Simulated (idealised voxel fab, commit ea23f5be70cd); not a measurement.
Proc. module: voxel gate over fins
Displayed cross-section: cut, width of 170 nm, square cells sized 5 nm.
Cross-section = grid of square cells, listed top down in bands; band = one or more rows. Read a band's entry like this: the first values are the height of its top and the height of its bottom in nm, and what follows is the sequence of materials from left to right, each with its width in nm. Note that "blank" is empty space, and that a single material marked "everywhere" reaches across the band from edge to edge. Measure heights from 0. That's the level where, below it, the as-received wafer is all one material. The lowest band is bottomless and extends downward; write it as in "top 0, no bottom". A width given as "30->40" starts at the first number in the band's top row and ends at the second number in its bottom row, shifting by an equal amount at every step from row to row. Take "no modification" at face value: in the step it is given for, the cross-section changed in none of its cells. In the "Closed cavity list" entry, you get each enclosed empty space of 8 cells or more, one with no open way to the top, written width x height at distance, distance from the left edge, in nm. Text after the settings on a step's line: the simulator's own remark on that step. "overlay nm" answers the question of how far to the right of plan the mask lay on a step that has a mask, and when it is negative the answer is to the left.

[Planned process steps]
1 RECEIVE with material Si
2 CONFORMAL_DEP with material SiN, thk nm 5
3 MASKED_ETCH with tone cover, mask id FINS, width nm 15, pitch nm 60, etch materials SiN, depth nm 5, overlay nm 0
4 MASKED_ETCH with tone cover, mask id FINS, width nm 15, pitch nm 60, etch materials Si, depth nm 40, overlay nm 0
5 FILL_DEP with material SiO2, thk nm 10
6 CMP with height nm 5
7 DIRECTIONAL_DEP with material aC, thk nm 10
8 PATTERN with tone open, mask id RAIL, material resist, width nm 15, thk nm 25, overlay nm 0
9 DIRECTIONAL_ETCH with etch materials aC, depth nm 10
10 STRIP with etch materials resist
11 DIRECTIONAL_ETCH with etch materials SiO2, depth nm 40
12 STRIP with etch materials aC
13 CONFORMAL_DEP with material TiN, thk nm 5
14 FILL_DEP with material Ru, thk nm 5
15 CMP with height nm 5
16 SELECTIVE_ETCH with etch materials W Ru TiN, depth nm 20
17 FILL_DEP with material SiO2, thk nm 5
18 CMP with height nm 5
19 SELECTIVE_ETCH with etch materials SiO2, depth nm 15
20 STRIP with etch materials SiN
21 CONFORMAL_DEP with material HfO2, thk nm 5
22 CONFORMAL_DEP with material TiN, thk nm 5
23 FILL_DEP with material W, thk nm 15
24 CMP with height nm 20
25 CONFORMAL_DEP with material SiCN, thk nm 10

[The first wafer of two, processed as planned]

[Received-state cross-section, reflecting completion of step 1]
  top 0, no bottom  Si everywhere
  Closed cavity list: none

[State of the wafer after step 2, shown in cross-section]
  top 5, bottom 0  SiN everywhere
  Below 0, the layers are the same as they were.

[State of the wafer after step 3, shown in cross-section]
  top 5, bottom 0  blank (45) / SiN (15) / blank (45) / SiN (15) / blank (50)
  Below 0, the layers are the same as they were.

[State of the wafer after step 4, shown in cross-section]
  top 5, bottom 0  blank (45) / SiN (15) / blank (45) / SiN (15) / blank (50)
  top 0, bottom -40  blank (45) / Si (15) / blank (45) / Si (15) / blank (50)
  Below -40, the layers are the same as they were.

[State of the wafer after step 5, shown in cross-section]
  top 15, bottom 5  SiO2 everywhere
  top 5, bottom 0  SiO2 (45) / SiN (15) / SiO2 (45) / SiN (15) / SiO2 (50)
  top 0, bottom -40  SiO2 (45) / Si (15) / SiO2 (45) / Si (15) / SiO2 (50)
  Below -40, the layers are the same as they were.

[State of the wafer after step 6, shown in cross-section]
  top 5, bottom 0  SiO2 (45) / SiN (15) / SiO2 (45) / SiN (15) / SiO2 (50)
  Below 0, the layers are the same as they were.

[State of the wafer after step 7, shown in cross-section]
  top 15, bottom 5  aC everywhere
  Below 5, the layers are the same as they were.

[State of the wafer after step 8, shown in cross-section]
  top 40, bottom 15  resist (75) / blank (15) / resist (80)
  Below 15, the layers are the same as they were.

[State of the wafer after step 9, shown in cross-section]
  top 30, bottom 15  resist (75) / blank (15) / resist (80)
  top 15, bottom 5  aC (75) / blank (15) / aC (80)
  Below 5, the layers are the same as they were.

[State of the wafer after step 10, shown in cross-section]
  top 15, bottom 5  aC (75) / blank (15) / aC (80)
  Below 5, the layers are the same as they were.

[State of the wafer after step 11, shown in cross-section]
  top 15, bottom 5  aC (75) / blank (15) / aC (80)
  top 5, bottom 0  SiO2 (45) / SiN (15) / SiO2 (15) / blank (15) / SiO2 (15) / SiN (15) / SiO2 (50)
  top 0, bottom -35  SiO2 (45) / Si (15) / SiO2 (15) / blank (15) / SiO2 (15) / Si (15) / SiO2 (50)
  Below -35, the layers are the same as they were.

[State of the wafer after step 12, shown in cross-section]
  top 5, bottom 0  SiO2 (45) / SiN (15) / SiO2 (15) / blank (15) / SiO2 (15) / SiN (15) / SiO2 (50)
  Below 0, the layers are the same as they were.

[State of the wafer after step 13, shown in cross-section]
  top 10, bottom 5  TiN (80) / blank (5) / TiN (85)
  top 5, bottom 0  SiO2 (45) / SiN (15) / SiO2 (15) / TiN (5) / blank (5) / TiN (5) / SiO2 (15) / SiN (15) / SiO2 (50)
  top 0, bottom -30  SiO2 (45) / Si (15) / SiO2 (15) / TiN (5) / blank (5) / TiN (5) / SiO2 (15) / Si (15) / SiO2 (50)
  top -30, bottom -35  SiO2 (45) / Si (15) / SiO2 (15) / TiN (15) / SiO2 (15) / Si (15) / SiO2 (50)
  Below -35, the layers are the same as they were.

[State of the wafer after step 14, shown in cross-section]
  top 15, bottom 10  Ru everywhere
  top 10, bottom 5  TiN (80) / Ru (5) / TiN (85)
  top 5, bottom 0  SiO2 (45) / SiN (15) / SiO2 (15) / TiN (5) / Ru (5) / TiN (5) / SiO2 (15) / SiN (15) / SiO2 (50)
  top 0, bottom -30  SiO2 (45) / Si (15) / SiO2 (15) / TiN (5) / Ru (5) / TiN (5) / SiO2 (15) / Si (15) / SiO2 (50)
  Below -30, the layers are the same as they were.

[State of the wafer after step 15, shown in cross-section]
  top 5, bottom 0  SiO2 (45) / SiN (15) / SiO2 (15) / TiN (5) / Ru (5) / TiN (5) / SiO2 (15) / SiN (15) / SiO2 (50)
  Below 0, the layers are the same as they were.

[State of the wafer after step 16, shown in cross-section]
  top 5, bottom 0  SiO2 (45) / SiN (15) / SiO2 (15) / blank (15) / SiO2 (15) / SiN (15) / SiO2 (50)
  top 0, bottom -15  SiO2 (45) / Si (15) / SiO2 (15) / blank (15) / SiO2 (15) / Si (15) / SiO2 (50)
  Below -15, the layers are the same as they were.

[State of the wafer after step 17, shown in cross-section]
  top 10, bottom 5  SiO2 everywhere
  top 5, bottom 0  SiO2 (45) / SiN (15) / SiO2 (45) / SiN (15) / SiO2 (50)
  top 0, bottom -15  SiO2 (45) / Si (15) / SiO2 (45) / Si (15) / SiO2 (50)
  Below -15, the layers are the same as they were.

[State of the wafer after step 18, shown in cross-section]
  top 5, bottom 0  SiO2 (45) / SiN (15) / SiO2 (45) / SiN (15) / SiO2 (50)
  Below 0, the layers are the same as they were.

[State of the wafer after step 19, shown in cross-section]
  top 5, bottom 0  blank (45) / SiN (15) / blank (45) / SiN (15) / blank (50)
  top 0, bottom -10  blank (45) / Si (15) / blank (45) / Si (15) / blank (50)
  Below -10, the layers are the same as they were.

[State of the wafer after step 20, shown in cross-section]
  top 0, bottom -10  blank (45) / Si (15) / blank (45) / Si (15) / blank (50)
  Below -10, the layers are the same as they were.

[State of the wafer after step 21, shown in cross-section]
  top 5, bottom 0  blank (40) / HfO2 (25) / blank (35) / HfO2 (25) / blank (45)
  top 0, bottom -5  blank (40) / HfO2 (5) / Si (15) / HfO2 (5) / blank (35) / HfO2 (5) / Si (15) / HfO2 (5) / blank (45)
  top -5, bottom -10  HfO2 (45) / Si (15) / HfO2 (45) / Si (15) / HfO2 (50)
  Below -10, the layers are the same as they were.

[State of the wafer after step 22, shown in cross-section]
  top 10, bottom 5  blank (35) / TiN (35) / blank (25) / TiN (35) / blank (40)
  top 5, bottom 0  blank (35) / TiN (5) / HfO2 (25) / TiN (5) / blank (25) / TiN (5) / HfO2 (25) / TiN (5) / blank (40)
  top 0, bottom -5  TiN (40) / HfO2 (5) / Si (15) / HfO2 (5) / TiN (35) / HfO2 (5) / Si (15) / HfO2 (5) / TiN (45)
  Below -5, the layers are the same as they were.

[State of the wafer after step 23, shown in cross-section]
  top 25, bottom 10  W everywhere
  top 10, bottom 5  W (35) / TiN (35) / W (25) / TiN (35) / W (40)
  top 5, bottom 0  W (35) / TiN (5) / HfO2 (25) / TiN (5) / W (25) / TiN (5) / HfO2 (25) / TiN (5) / W (40)
  Below 0, the layers are the same as they were.

[State of the wafer after step 24, shown in cross-section]
  top 20, bottom 10  W everywhere
  Below 10, the layers are the same as they were.

[State of the wafer after step 25, shown in cross-section]
  top 30, bottom 20  SiCN everywhere
  Below 20, the layers are the same as they were.

[Regarding the second of the two wafers: it shared the first wafer's starting condition and process plan, yet one error occurred during its execution. Its history coincides with that of the first wafer up to and including step 7]

[Cross-section, second wafer, at the end time the plan gives for step 8]
  top 40, bottom 15  blank (75) / resist (15) / blank (80)
  Below 15, the layers are the same as they were.

[Cross-section, second wafer, at the end time the plan gives for step 9]
  top 30, bottom 15  blank (75) / resist (15) / blank (80)
  top 15, bottom 5  blank (75) / aC (15) / blank (80)
  Below 5, the layers are the same as they were.

[Cross-section, second wafer, at the end time the plan gives for step 10]
  top 15, bottom 5  blank (75) / aC (15) / blank (80)
  Below 5, the layers are the same as they were.

[Cross-section, second wafer, at the end time the plan gives for step 11]
  top 15, bottom 5  blank (75) / aC (15) / blank (80)
  top 5, bottom 0  blank (45) / SiN (15) / blank (15) / SiO2 (15) / blank (15) / SiN (15) / blank (50)
  top 0, bottom -35  blank (45) / Si (15) / blank (15) / SiO2 (15) / blank (15) / Si (15) / blank (50)
  Below -35, the layers are the same as they were.

[Cross-section, second wafer, at the end time the plan gives for step 12]
  top 5, bottom 0  blank (45) / SiN (15) / blank (15) / SiO2 (15) / blank (15) / SiN (15) / blank (50)
  Below 0, the layers are the same as they were.

[Cross-section, second wafer, at the end time the plan gives for step 13]
  top 10, bottom 5  blank (40) / TiN (25) / blank (5) / TiN (25) / blank (5) / TiN (25) / blank (45)
  top 5, bottom 0  blank (40) / TiN (5) / SiN (15) / TiN (5) / blank (5) / TiN (5) / SiO2 (15) / TiN (5) / blank (5) / TiN (5) / SiN (15) / TiN (5) / blank (45)
  top 0, bottom -30  blank (40) / TiN (5) / Si (15) / TiN (5) / blank (5) / TiN (5) / SiO2 (15) / TiN (5) / blank (5) / TiN (5) / Si (15) / TiN (5) / blank (45)
  top -30, bottom -35  TiN (45) / Si (15) / TiN (15) / SiO2 (15) / TiN (15) / Si (15) / TiN (50)
  Below -35, the layers are the same as they were.

[Cross-section, second wafer, at the end time the plan gives for step 14]
  top 15, bottom 10  Ru everywhere
  top 10, bottom 5  Ru (40) / TiN (25) / Ru (5) / TiN (25) / Ru (5) / TiN (25) / Ru (45)
  top 5, bottom 0  Ru (40) / TiN (5) / SiN (15) / TiN (5) / Ru (5) / TiN (5) / SiO2 (15) / TiN (5) / Ru (5) / TiN (5) / SiN (15) / TiN (5) / Ru (45)
  top 0, bottom -30  Ru (40) / TiN (5) / Si (15) / TiN (5) / Ru (5) / TiN (5) / SiO2 (15) / TiN (5) / Ru (5) / TiN (5) / Si (15) / TiN (5) / Ru (45)
  Below -30, the layers are the same as they were.

[Cross-section, second wafer, at the end time the plan gives for step 15]
  top 5, bottom 0  Ru (40) / TiN (5) / SiN (15) / TiN (5) / Ru (5) / TiN (5) / SiO2 (15) / TiN (5) / Ru (5) / TiN (5) / SiN (15) / TiN (5) / Ru (45)
  Below 0, the layers are the same as they were.

[Cross-section, second wafer, at the end time the plan gives for step 16]
  top 5, bottom 0  blank (45) / SiN (15) / blank (15) / SiO2 (15) / blank (15) / SiN (15) / blank (50)
  top 0, bottom -15  blank (45) / Si (15) / blank (15) / SiO2 (15) / blank (15) / Si (15) / blank (50)
  Below -15, the layers are the same as they were.

[Cross-section, second wafer, at the end time the plan gives for step 17]
  top 10, bottom 5  SiO2 everywhere
  top 5, bottom 0  SiO2 (45) / SiN (15) / SiO2 (45) / SiN (15) / SiO2 (50)
  top 0, bottom -15  SiO2 (45) / Si (15) / SiO2 (45) / Si (15) / SiO2 (50)
  Below -15, the layers are the same as they were.

[Cross-section, second wafer, at the end time the plan gives for step 18]
  top 5, bottom 0  SiO2 (45) / SiN (15) / SiO2 (45) / SiN (15) / SiO2 (50)
  Below 0, the layers are the same as they were.

[Cross-section, second wafer, at the end time the plan gives for step 19]
  top 5, bottom 0  blank (45) / SiN (15) / blank (45) / SiN (15) / blank (50)
  top 0, bottom -10  blank (45) / Si (15) / blank (45) / Si (15) / blank (50)
  Below -10, the layers are the same as they were.

[Cross-section, second wafer, at the end time the plan gives for step 20]
  top 0, bottom -10  blank (45) / Si (15) / blank (45) / Si (15) / blank (50)
  Below -10, the layers are the same as they were.

[Cross-section, second wafer, at the end time the plan gives for step 21]
  top 5, bottom 0  blank (40) / HfO2 (25) / blank (35) / HfO2 (25) / blank (45)
  top 0, bottom -5  blank (40) / HfO2 (5) / Si (15) / HfO2 (5) / blank (35) / HfO2 (5) / Si (15) / HfO2 (5) / blank (45)
  top -5, bottom -10  HfO2 (45) / Si (15) / HfO2 (45) / Si (15) / HfO2 (50)
  Below -10, the layers are the same as they were.

[Cross-section, second wafer, at the end time the plan gives for step 22]
  top 10, bottom 5  blank (35) / TiN (35) / blank (25) / TiN (35) / blank (40)
  top 5, bottom 0  blank (35) / TiN (5) / HfO2 (25) / TiN (5) / blank (25) / TiN (5) / HfO2 (25) / TiN (5) / blank (40)
  top 0, bottom -5  TiN (40) / HfO2 (5) / Si (15) / HfO2 (5) / TiN (35) / HfO2 (5) / Si (15) / HfO2 (5) / TiN (45)
  Below -5, the layers are the same as they were.

[Cross-section, second wafer, at the end time the plan gives for step 23]
  top 25, bottom 10  W everywhere
  top 10, bottom 5  W (35) / TiN (35) / W (25) / TiN (35) / W (40)
  top 5, bottom 0  W (35) / TiN (5) / HfO2 (25) / TiN (5) / W (25) / TiN (5) / HfO2 (25) / TiN (5) / W (40)
  Below 0, the layers are the same as they were.

[Cross-section, second wafer, at the end time the plan gives for step 24]
  top 20, bottom 10  W everywhere
  Below 10, the layers are the same as they were.

[Cross-section, second wafer, at the end time the plan gives for step 25]
  top 30, bottom 20  SiCN everywhere
  Below 20, the layers are the same as they were.
Which mistake was made when the wafer was run? contrary to plan, step 8 was performed as PATTERN with tone cover, mask id RAIL, material resist, width nm 15, thk nm 25, overlay nm 0
The final cell counts differ between the wafers, with the second having more or fewer of some materials than the first: +54 Ru, -88 SiO2, +34 TiN
